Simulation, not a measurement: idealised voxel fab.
Herein follows the process module entitled voxel double patterning.
The cross-section shown here is cut; it is 210 nm wide and divided into square cells measuring 5 nm on a side.
Cross-section format: a grid of square cells, given as bands from top to bottom; each band is one or more rows of cells.
Band: top and bottom heights (nm) first, top before bottom; then materials from left to right, widths in nm. "full width" marks a sole material filling the band edge to edge. "air" denotes empty space.
Heights from 0 (as-received wafer is one material below). Bottom band endless downward, as "0 and below".
Quick explanation for "30->40": the width changes in equal steps down the rows of cells, from the first number in the band's top row to the second number in its bottom row.
What does "all unchanged" mean for a step? It means no cell of the cross-section changed in that step.
In the "Enclosed internal cavities" entry, you get each enclosed empty space of 8 cells or more, one with no open way to the top, written width x height at distance, distance from the left edge, in nm.
Whatever follows a step's settings on its line is a remark the simulator itself makes about that step.
"overlay nm" answers the question of how far to the right of plan the mask lay on a step that has a mask, and when it is negative the answer is to the left.
Below is the list of planned process steps
1: RECEIVE with material Si
2: CONFORMAL_DEP with material SiO2, thk nm 10
3: DIRECTIONAL_DEP with material polySi, thk nm 10
4: DIRECTIONAL_DEP with material SiCN, thk nm 5
5: DIRECTIONAL_DEP with material aC, thk nm 10
6: PATTERN with tone open, mask id FIRST, material resist, width nm 15, pitch nm 50, thk nm 30, overlay nm 0
7: DIRECTIONAL_ETCH with etch materials aC, depth nm 10
8: STRIP with etch materials resist
9: DIRECTIONAL_ETCH with etch materials SiCN, depth nm 5
10: STRIP with etch materials aC
11: MASKED_ETCH with tone open, mask id SECOND, width nm 15, pitch nm 50, etch materials SiCN, depth nm 5, overlay nm 0
12: DIRECTIONAL_ETCH with etch materials polySi, depth nm 10
13: STRIP with etch materials SiCN
As received, after step 1
* 0 and below  Si full width
* Enclosed internal cavities: none
Same starting wafer, same plan as above, one mistake in the execution; this is the cross-section at the end of the module
* 15 down to 10  polySi full width
* 10 down to 0  SiO2 full width
* 0 and below  Si full width
* Enclosed internal cavities: none
Processing error: step 4 ran differently from the plan; actual operation with settings: DIRECTIONAL_DEP with material polySi, thk nm 5
